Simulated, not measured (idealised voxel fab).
Process module name: voxel capacitor over wiring
Shown is cross-section cut, with a width of 155 nm and square cells of size 5 nm.
Cross-section format: a grid of square cells, given as bands from top to bottom; each band is one or more rows of cells.
Band: top height; bottom height; in nm. Then, left to right: material with width in nm, for each material. "edge to edge": a single material spanning edge to edge. "empty": empty space.
Heads up on the height convention: 0 is the point under which the incoming wafer is all one material, and the lowest band has no bottom, it just keeps going down, like "0..down".
It should be noted that a width expressed as "30 to 40" varies in equal increments from row to row of cells within the band, taking the value of the first number at the top row and that of the second number at the bottom row.
"all unchanged", as given for a step, is the statement that not any cell of the cross-section underwent a change during that step.
Sealed voids: empty space of 8 cells or more with no open way to the top, each as width x height at its distance from the left edge, in nm
Whatever follows a step's settings on its line is a remark the simulator itself makes about that step.
"overlay nm" answers the question of how far to the right of plan the mask lay on a step that has a mask, and when it is negative the answer is to the left.
# The steps planned for the process are as follows
- 1: RECEIVE with material Si
- 2: CONFORMAL_DEP with material SiO2, thk nm 15
- 3: DIRECTIONAL_DEP with material TiN, thk nm 5
- 4: DIRECTIONAL_DEP with material Ru, thk nm 15
- 5: DIRECTIONAL_DEP with material aC, thk nm 15
- 6: PATTERN with tone cover, mask id METAL_1, material resist, width nm 25, pitch nm 95, thk nm 35, overlay nm 0
- 7: DIRECTIONAL_ETCH with etch materials aC, depth nm 15
- 8: STRIP with etch materials resist
- 9: DIRECTIONAL_ETCH with etch materials Ru, depth nm 15
- 10: DIRECTIONAL_ETCH with etch materials TiN, depth nm 5
- 11: STRIP with etch materials aC
- 12: CONFORMAL_DEP with material SiCN, thk nm 5
- 13: FILL_DEP with material lowk, thk nm 10
- 14: CMP with height nm 35
- 15: CONFORMAL_DEP with material SiCN, thk nm 5
- 16: DIRECTIONAL_DEP with material SiO2, thk nm 20
- 17: DIRECTIONAL_DEP with material aC, thk nm 10
- 18: PATTERN with tone open, mask id PLUG_1, material resist, width nm 15, thk nm 25, overlay nm 0
- 19: DIRECTIONAL_ETCH with etch materials aC, depth nm 10
- 20: STRIP with etch materials resist
- 21: DIRECTIONAL_ETCH with etch materials SiO2, depth nm 20
- 22: DIRECTIONAL_ETCH with etch materials SiCN, depth nm 5
- 23: STRIP with etch materials aC
- 24: EPI with material Ru, thk nm 10
- 25: EPI with material Ru, thk nm 10
- 26: EPI with material Ru, thk nm 5
- 27: DIRECTIONAL_DEP with material TiN, thk nm 10
- 28: DIRECTIONAL_DEP with material Al2O3, thk nm 5
- 29: DIRECTIONAL_DEP with material TiN, thk nm 10
- 30: PATTERN with tone cover, mask id UPPER_PLATE, material resist, width nm 75, thk nm 15, overlay nm 0
- 31: DIRECTIONAL_ETCH with etch materials TiN, depth nm 10
- 32: DIRECTIONAL_ETCH with etch materials Al2O3, depth nm 5
- 33: STRIP with etch materials resist
- 34: DIRECTIONAL_DEP with material aC, thk nm 10
- 35: PATTERN with tone cover, mask id LOWER_PLATE, material resist, width nm 85, thk nm 30, overlay nm 0
- 36: DIRECTIONAL_ETCH with etch materials aC, depth nm 10
- 37: STRIP with etch materials resist
- 38: DIRECTIONAL_ETCH with etch materials TiN, depth nm 10
- 39: STRIP with etch materials aC
- 40: FILL_DEP with material SiO2, thk nm 15
- 41: CMP with height nm 95
- 42: MASKED_ETCH with tone open, mask id PLUG_2, width nm 15, etch materials SiO2, depth nm 10, overlay nm 0
- 43: CONFORMAL_DEP with material TiN, thk nm 5
- 44: FILL_DEP with material W, thk nm 5
- 45: CMP with height nm 95
- 46: CONFORMAL_DEP with material SiCN, thk nm 5
# The following pertains to the first of two wafers, which was processed as planned
# As-received state of the wafer in cross-section, equivalent to post-step 1
  0..down = Si edge to edge
  Sealed voids: none
# The wafer in cross-section once step 2 is complete
  15..0 = SiO2 edge to edge
  Everything under 0 stays put, no change at all.
# The wafer in cross-section once step 3 is complete
  20..15 = TiN edge to edge
  Everything under 15 stays put, no change at all.
# The wafer in cross-section once step 4 is complete
  35..20 = Ru edge to edge
  Everything under 20 stays put, no change at all.
# The wafer in cross-section once step 5 is complete
  50..35 = aC edge to edge
  Everything under 35 stays put, no change at all.
# The wafer in cross-section once step 6 is complete
  85..50 = 15 of empty, then 25 of resist, then 70 of empty, then 25 of resist, then 20 of empty
  Everything under 50 stays put, no change at all.
# The wafer in cross-section once step 7 is complete
  70..50 = 15 of empty, then 25 of resist, then 70 of empty, then 25 of resist, then 20 of empty
  50..35 = 15 of empty, then 25 of aC, then 70 of empty, then 25 of aC, then 20 of empty
  Everything under 35 stays put, no change at all.
# The wafer in cross-section once step 8 is complete
  50..35 = 15 of empty, then 25 of aC, then 70 of empty, then 25 of aC, then 20 of empty
  Everything under 35 stays put, no change at all.
# The wafer in cross-section once step 9 is complete
  50..35 = 15 of empty, then 25 of aC, then 70 of empty, then 25 of aC, then 20 of empty
  35..20 = 15 of empty, then 25 of Ru, then 70 of empty, then 25 of Ru, then 20 of empty
  Everything under 20 stays put, no change at all.
# The wafer in cross-section once step 10 is complete
  50..35 = 15 of empty, then 25 of aC, then 70 of empty, then 25 of aC, then 20 of empty
  35..20 = 15 of empty, then 25 of Ru, then 70 of empty, then 25 of Ru, then 20 of empty
  20..15 = 15 of empty, then 25 of TiN, then 70 of empty, then 25 of TiN, then 20 of empty
  Everything under 15 stays put, no change at all.
# The wafer in cross-section once step 11 is complete
  35..20 = 15 of empty, then 25 of Ru, then 70 of empty, then 25 of Ru, then 20 of empty
  Everything under 20 stays put, no change at all.
# The wafer in cross-section once step 12 is complete
  40..35 = 10 of empty, then 35 of SiCN, then 60 of empty, then 35 of SiCN, then 15 of empty
  35..20 = 10 of empty, then 5 of SiCN, then 25 of Ru, then 5 of SiCN, then 60 of empty, then 5 of SiCN, then 25 of Ru, then 5 of SiCN, then 15 of empty
  20..15 = 15 of SiCN, then 25 of TiN, then 70 of SiCN, then 25 of TiN, then 20 of SiCN
  Everything under 15 stays put, no change at all.
# The wafer in cross-section once step 13 is complete
  50..40 = lowk edge to edge
  40..35 = 10 of lowk, then 35 of SiCN, then 60 of lowk, then 35 of SiCN, then 15 of lowk
  35..20 = 10 of lowk, then 5 of SiCN, then 25 of Ru, then 5 of SiCN, then 60 of lowk, then 5 of SiCN, then 25 of Ru, then 5 of SiCN, then 15 of lowk
  Everything under 20 stays put, no change at all.
# The wafer in cross-section once step 14 is complete
  35..20 = 10 of lowk, then 5 of SiCN, then 25 of Ru, then 5 of SiCN, then 60 of lowk, then 5 of SiCN, then 25 of Ru, then 5 of SiCN, then 15 of lowk
  Everything under 20 stays put, no change at all.
# The wafer in cross-section once step 15 is complete
  40..35 = SiCN edge to edge
  Everything under 35 stays put, no change at all.
# The wafer in cross-section once step 16 is complete
  60..40 = SiO2 edge to edge
  Everything under 40 stays put, no change at all.
# The wafer in cross-section once step 17 is complete
  70..60 = aC edge to edge
  Everything under 60 stays put, no change at all.
# The wafer in cross-section once step 18 is complete
  95..70 = 25 of resist, then 15 of empty, then 115 of resist
  Everything under 70 stays put, no change at all.
# The wafer in cross-section once step 19 is complete
  85..70 = 25 of resist, then 15 of empty, then 115 of resist
  70..60 = 25 of aC, then 15 of empty, then 115 of aC
  Everything under 60 stays put, no change at all.
# The wafer in cross-section once step 20 is complete
  70..60 = 25 of aC, then 15 of empty, then 115 of aC
  Everything under 60 stays put, no change at all.
# The wafer in cross-section once step 21 is complete
  70..60 = 25 of aC, then 15 of empty, then 115 of aC
  60..40 = 25 of SiO2, then 15 of empty, then 115 of SiO2
  Everything under 40 stays put, no change at all.
# The wafer in cross-section once step 22 is complete
  70..60 = 25 of aC, then 15 of empty, then 115 of aC
  60..40 = 25 of SiO2, then 15 of empty, then 115 of SiO2
  40..35 = 25 of SiCN, then 15 of empty, then 115 of SiCN
  Everything under 35 stays put, no change at all.
# The wafer in cross-section once step 23 is complete
  60..40 = 25 of SiO2, then 15 of empty, then 115 of SiO2
  Everything under 40 stays put, no change at all.
# The wafer in cross-section once step 24 is complete
  60..45 = 25 of SiO2, then 15 of empty, then 115 of SiO2
  45..40 = 25 of SiO2, then 15 of Ru, then 115 of SiO2
  40..35 = 25 of SiCN, then 15 of Ru, then 115 of SiCN
  Everything under 35 stays put, no change at all.
# The wafer in cross-section once step 25 is complete
  60..55 = 25 of SiO2, then 15 of empty, then 115 of SiO2
  55..40 = 25 of SiO2, then 15 of Ru, then 115 of SiO2
  Everything under 40 stays put, no change at all.
# The wafer in cross-section once step 26 is complete
  60..40 = 25 of SiO2, then 15 of Ru, then 115 of SiO2
  Everything under 40 stays put, no change at all.
# The wafer in cross-section once step 27 is complete
  70..60 = TiN edge to edge
  Everything under 60 stays put, no change at all.
# The wafer in cross-section once step 28 is complete
  75..70 = Al2O3 edge to edge
  Everything under 70 stays put, no change at all.
# The wafer in cross-section once step 29 is complete
  85..75 = TiN edge to edge
  Everything under 75 stays put, no change at all.
# The wafer in cross-section once step 30 is complete
  100..85 = 25 of empty, then 75 of resist, then 55 of empty
  Everything under 85 stays put, no change at all.
# The wafer in cross-section once step 31 is complete
  100..85 = 25 of empty, then 75 of resist, then 55 of empty
  85..75 = 25 of empty, then 75 of TiN, then 55 of empty
  Everything under 75 stays put, no change at all.
# The wafer in cross-section once step 32 is complete
  100..85 = 25 of empty, then 75 of resist, then 55 of empty
  85..75 = 25 of empty, then 75 of TiN, then 55 of empty
  75..70 = 25 of empty, then 75 of Al2O3, then 55 of empty
  Everything under 70 stays put, no change at all.
# The wafer in cross-section once step 33 is complete
  85..75 = 25 of empty, then 75 of TiN, then 55 of empty
  Everything under 75 stays put, no change at all.
# The wafer in cross-section once step 34 is complete
  95..85 = 25 of empty, then 75 of aC, then 55 of empty
  85..80 = 25 of empty, then 75 of TiN, then 55 of empty
  80..75 = 25 of aC, then 75 of TiN, then 55 of aC
  75..70 = 25 of aC, then 75 of Al2O3, then 55 of aC
  Everything under 70 stays put, no change at all.
# The wafer in cross-section once step 35 is complete
  125..95 = 20 of empty, then 85 of resist, then 50 of empty
  95..85 = 20 of empty, then 5 of resist, then 75 of aC, then 5 of resist, then 50 of empty
  85..80 = 20 of empty, then 5 of resist, then 75 of TiN, then 5 of resist, then 50 of empty
  Everything under 80 stays put, no change at all.
# The wafer in cross-section once step 36 is complete
  115..95 = 20 of empty, then 85 of resist, then 50 of empty
  95..85 = 20 of empty, then 5 of resist, then 75 of aC, then 5 of resist, then 50 of empty
  85..80 = 20 of empty, then 5 of resist, then 75 of TiN, then 5 of resist, then 50 of empty
  80..75 = 20 of empty, then 5 of aC, then 75 of TiN, then 5 of aC, then 50 of empty
  75..70 = 20 of empty, then 5 of aC, then 75 of Al2O3, then 5 of aC, then 50 of empty
  Everything under 70 stays put, no change at all.
# The wafer in cross-section once step 37 is complete
  95..85 = 25 of empty, then 75 of aC, then 55 of empty
  85..80 = 25 of empty, then 75 of TiN, then 55 of empty
  Everything under 80 stays put, no change at all.
# The wafer in cross-section once step 38 is complete
  95..85 = 25 of empty, then 75 of aC, then 55 of empty
  85..80 = 25 of empty, then 75 of TiN, then 55 of empty
  80..75 = 20 of empty, then 5 of aC, then 75 of TiN, then 5 of aC, then 50 of empty
  75..70 = 20 of empty, then 5 of aC, then 75 of Al2O3, then 5 of aC, then 50 of empty
  70..60 = 20 of empty, then 85 of TiN, then 50 of empty
  Everything under 60 stays put, no change at all.
# The wafer in cross-section once step 39 is complete
  85..75 = 25 of empty, then 75 of TiN, then 55 of empty
  75..70 = 25 of empty, then 75 of Al2O3, then 55 of empty
  Everything under 70 stays put, no change at all.
# The wafer in cross-section once step 40 is complete
  100..85 = SiO2 edge to edge
  85..75 = 25 of SiO2, then 75 of TiN, then 55 of SiO2
  75..70 = 25 of SiO2, then 75 of Al2O3, then 55 of SiO2
  70..60 = 20 of SiO2, then 85 of TiN, then 50 of SiO2
  Everything under 60 stays put, no change at all.
# The wafer in cross-section once step 41 is complete
  95..85 = SiO2 edge to edge
  Everything under 85 stays put, no change at all.
# The wafer in cross-section once step 42 is complete
  95..85 = 35 of SiO2, then 15 of empty, then 105 of SiO2
  Everything under 85 stays put, no change at all.
# The wafer in cross-section once step 43 is complete
  100..95 = 40 of TiN, then 5 of empty, then 110 of TiN
  95..90 = 35 of SiO2, then 5 of TiN, then 5 of empty, then 5 of TiN, then 105 of SiO2
  90..85 = 35 of SiO2, then 15 of TiN, then 105 of SiO2
  Everything under 85 stays put, no change at all.
# The wafer in cross-section once step 44 is complete
  105..100 = W edge to edge
  100..95 = 40 of TiN, then 5 of W, then 110 of TiN
  95..90 = 35 of SiO2, then 5 of TiN, then 5 of W, then 5 of TiN, then 105 of SiO2
  Everything under 90 stays put, no change at all.
# The wafer in cross-section once step 45 is complete
  95..90 = 35 of SiO2, then 5 of TiN, then 5 of W, then 5 of TiN, then 105 of SiO2
  Everything under 90 stays put, no change at all.
# The wafer in cross-section once step 46 is complete
  100..95 = SiCN edge to edge
  Everything under 95 stays put, no change at all.
# Wafer two. Same start, same plan, one slip in execution. Same as wafer one through step 15, inclusive
# Cross-section of the second wafer at the time by which step 16 should have been completed according to the plan
  80..40 = SiO2 edge to edge
  Everything under 40 stays put, no change at all.
# Cross-section of the second wafer at the time by which step 17 should have been completed according to the plan
  90..80 = aC edge to edge
  Everything under 80 stays put, no change at all.
# Cross-section of the second wafer at the time by which step 18 should have been completed according to the plan
  115..90 = 25 of resist, then 15 of empty, then 115 of resist
  Everything under 90 stays put, no change at all.
# Cross-section of the second wafer at the time by which step 19 should have been completed according to the plan
  105..90 = 25 of resist, then 15 of empty, then 115 of resist
  90..80 = 25 of aC, then 15 of empty, then 115 of aC
  Everything under 80 stays put, no change at all.
# Cross-section of the second wafer at the time by which step 20 should have been completed according to the plan
  90..80 = 25 of aC, then 15 of empty, then 115 of aC
  Everything under 80 stays put, no change at all.
# Cross-section of the second wafer at the time by which step 21 should have been completed according to the plan
  90..80 = 25 of aC, then 15 of empty, then 115 of aC
  80..60 = 25 of SiO2, then 15 of empty, then 115 of SiO2
  Everything under 60 stays put, no change at all.
Cross-section of the second wafer at the time by which step 22 should have been completed according to the plan: all unchanged
# Cross-section of the second wafer at the time by which step 23 should have been completed according to the plan
  80..60 = 25 of SiO2, then 15 of empty, then 115 of SiO2
  Everything under 60 stays put, no change at all.
Cross-section of the second wafer at the time by which step 24 should have been completed according to the plan: all unchanged
Cross-section of the second wafer at the time by which step 25 should have been completed according to the plan: all unchanged
Cross-section of the second wafer at the time by which step 26 should have been completed according to the plan: all unchanged
# Cross-section of the second wafer at the time by which step 27 should have been completed according to the plan
  90..80 = 25 of TiN, then 15 of empty, then 115 of TiN
  80..70 = 25 of SiO2, then 15 of empty, then 115 of SiO2
  70..60 = 25 of SiO2, then 15 of TiN, then 115 of SiO2
  Everything under 60 stays put, no change at all.
# Cross-section of the second wafer at the time by which step 28 should have been completed according to the plan
  95..90 = 25 of Al2O3, then 15 of empty, then 115 of Al2O3
  90..80 = 25 of TiN, then 15 of empty, then 115 of TiN
  80..75 = 25 of SiO2, then 15 of empty, then 115 of SiO2
  75..70 = 25 of SiO2, then 15 of Al2O3, then 115 of SiO2
  Everything under 70 stays put, no change at all.
# Cross-section of the second wafer at the time by which step 29 should have been completed according to the plan
  105..95 = 25 of TiN, then 15 of empty, then 115 of TiN
  95..90 = 25 of Al2O3, then 15 of empty, then 115 of Al2O3
  90..85 = 25 of TiN, then 15 of empty, then 115 of TiN
  85..80 = TiN edge to edge
  80..75 = 25 of SiO2, then 15 of TiN, then 115 of SiO2
  Everything under 75 stays put, no change at all.
# Cross-section of the second wafer at the time by which step 30 should have been completed according to the plan
  120..105 = 25 of empty, then 75 of resist, then 55 of empty
  105..95 = 25 of TiN, then 15 of resist, then 115 of TiN
  95..90 = 25 of Al2O3, then 15 of resist, then 115 of Al2O3
  90..85 = 25 of TiN, then 15 of resist, then 115 of TiN
  Everything under 85 stays put, no change at all.
# Cross-section of the second wafer at the time by which step 31 should have been completed according to the plan
  120..105 = 25 of empty, then 75 of resist, then 55 of empty
  105..95 = 25 of empty, then 15 of resist, then 60 of TiN, then 55 of empty
  Everything under 95 stays put, no change at all.
# Cross-section of the second wafer at the time by which step 32 should have been completed according to the plan
  120..105 = 25 of empty, then 75 of resist, then 55 of empty
  105..95 = 25 of empty, then 15 of resist, then 60 of TiN, then 55 of empty
  95..90 = 25 of empty, then 15 of resist, then 60 of Al2O3, then 55 of empty
  Everything under 90 stays put, no change at all.
# Cross-section of the second wafer at the time by which step 33 should have been completed according to the plan
  105..95 = 40 of empty, then 60 of TiN, then 55 of empty
  95..90 = 40 of empty, then 60 of Al2O3, then 55 of empty
  90..85 = 25 of TiN, then 15 of empty, then 115 of TiN
  Everything under 85 stays put, no change at all.
# Cross-section of the second wafer at the time by which step 34 should have been completed according to the plan
  115..105 = 40 of empty, then 60 of aC, then 55 of empty
  105..100 = 40 of empty, then 60 of TiN, then 55 of empty
  100..95 = 25 of aC, then 15 of empty, then 60 of TiN, then 55 of aC
  95..90 = 40 of aC, then 60 of Al2O3, then 55 of aC
  90..85 = 25 of TiN, then 15 of aC, then 115 of TiN
  Everything under 85 stays put, no change at all.
# Cross-section of the second wafer at the time by which step 35 should have been completed according to the plan
  145..115 = 20 of empty, then 85 of resist, then 50 of empty
  115..105 = 20 of empty, then 20 of resist, then 60 of aC, then 5 of resist, then 50 of empty
  105..100 = 20 of empty, then 20 of resist, then 60 of TiN, then 5 of resist, then 50 of empty
  100..95 = 25 of aC, then 15 of resist, then 60 of TiN, then 55 of aC
  Everything under 95 stays put, no change at all.
# Cross-section of the second wafer at the time by which step 36 should have been completed according to the plan
  135..115 = 20 of empty, then 85 of resist, then 50 of empty
  115..105 = 20 of empty, then 20 of resist, then 60 of aC, then 5 of resist, then 50 of empty
  105..100 = 20 of empty, then 20 of resist, then 60 of TiN, then 5 of resist, then 50 of empty
  100..95 = 20 of empty, then 5 of aC, then 15 of resist, then 60 of TiN, then 5 of aC, then 50 of empty
  95..90 = 20 of empty, then 20 of aC, then 60 of Al2O3, then 5 of aC, then 50 of empty
  Everything under 90 stays put, no change at all.
# Cross-section of the second wafer at the time by which step 37 should have been completed according to the plan
  115..105 = 40 of empty, then 60 of aC, then 55 of empty
  105..100 = 40 of empty, then 60 of TiN, then 55 of empty
  100..95 = 20 of empty, then 5 of aC, then 15 of empty, then 60 of TiN, then 5 of aC, then 50 of empty
  Everything under 95 stays put, no change at all.
# Cross-section of the second wafer at the time by which step 38 should have been completed according to the plan
  115..105 = 40 of empty, then 60 of aC, then 55 of empty
  105..100 = 40 of empty, then 60 of TiN, then 55 of empty
  100..95 = 20 of empty, then 5 of aC, then 15 of empty, then 60 of TiN, then 5 of aC, then 50 of empty
  95..90 = 20 of empty, then 20 of aC, then 60 of Al2O3, then 5 of aC, then 50 of empty
  90..85 = 20 of empty, then 5 of TiN, then 15 of aC, then 65 of TiN, then 50 of empty
  85..80 = 20 of empty, then 85 of TiN, then 50 of empty
  Everything under 80 stays put, no change at all.
# Cross-section of the second wafer at the time by which step 39 should have been completed according to the plan
  105..95 = 40 of empty, then 60 of TiN, then 55 of empty
  95..90 = 40 of empty, then 60 of Al2O3, then 55 of empty
  90..85 = 20 of empty, then 5 of TiN, then 15 of empty, then 65 of TiN, then 50 of empty
  Everything under 85 stays put, no change at all.
# Cross-section of the second wafer at the time by which step 40 should have been completed according to the plan
  120..105 = SiO2 edge to edge
  105..95 = 40 of SiO2, then 60 of TiN, then 55 of SiO2
  95..90 = 40 of SiO2, then 60 of Al2O3, then 55 of SiO2
  90..85 = 20 of SiO2, then 5 of TiN, then 15 of SiO2, then 65 of TiN, then 50 of SiO2
  85..75 = 20 to 25 of SiO2, then 85 to 15 of TiN, then 50 to 115 of SiO2
  Everything under 75 stays put, no change at all.
# Cross-section of the second wafer at the time by which step 41 should have been completed according to the plan
  95..90 = 40 of SiO2, then 60 of Al2O3, then 55 of SiO2
  Everything under 90 stays put, no change at all.
# Cross-section of the second wafer at the time by which step 42 should have been completed according to the plan
  95..90 = 35 of SiO2, then 5 of empty, then 60 of Al2O3, then 55 of SiO2
  90..85 = 20 of SiO2, then 5 of TiN, then 10 of SiO2, then 5 of empty, then 65 of TiN, then 50 of SiO2
  Everything under 85 stays put, no change at all.
# Cross-section of the second wafer at the time by which step 43 should have been completed according to the plan
  100..95 = TiN edge to edge
  95..90 = 35 of SiO2, then 5 of TiN, then 60 of Al2O3, then 55 of SiO2
  90..85 = 20 of SiO2, then 5 of TiN, then 10 of SiO2, then 70 of TiN, then 50 of SiO2
  Everything under 85 stays put, no change at all.
# Cross-section of the second wafer at the time by which step 44 should have been completed according to the plan
  105..100 = W edge to edge
  Everything under 100 stays put, no change at all.
# Cross-section of the second wafer at the time by which step 45 should have been completed according to the plan
  95..90 = 35 of SiO2, then 5 of TiN, then 60 of Al2O3, then 55 of SiO2
  Everything under 90 stays put, no change at all.
# Cross-section of the second wafer at the time by which step 46 should have been completed according to the plan
  100..95 = SiCN edge to edge
  Everything under 95 stays put, no change at all.
Diagnosis: plan step 16 ran twice
At the finish, the second wafer shows more or fewer cells for some materials than the first does: 15 fewer of Ru; 3 more of SiCN; 40 more of SiO2; 27 fewer of TiN; 1 fewer of W
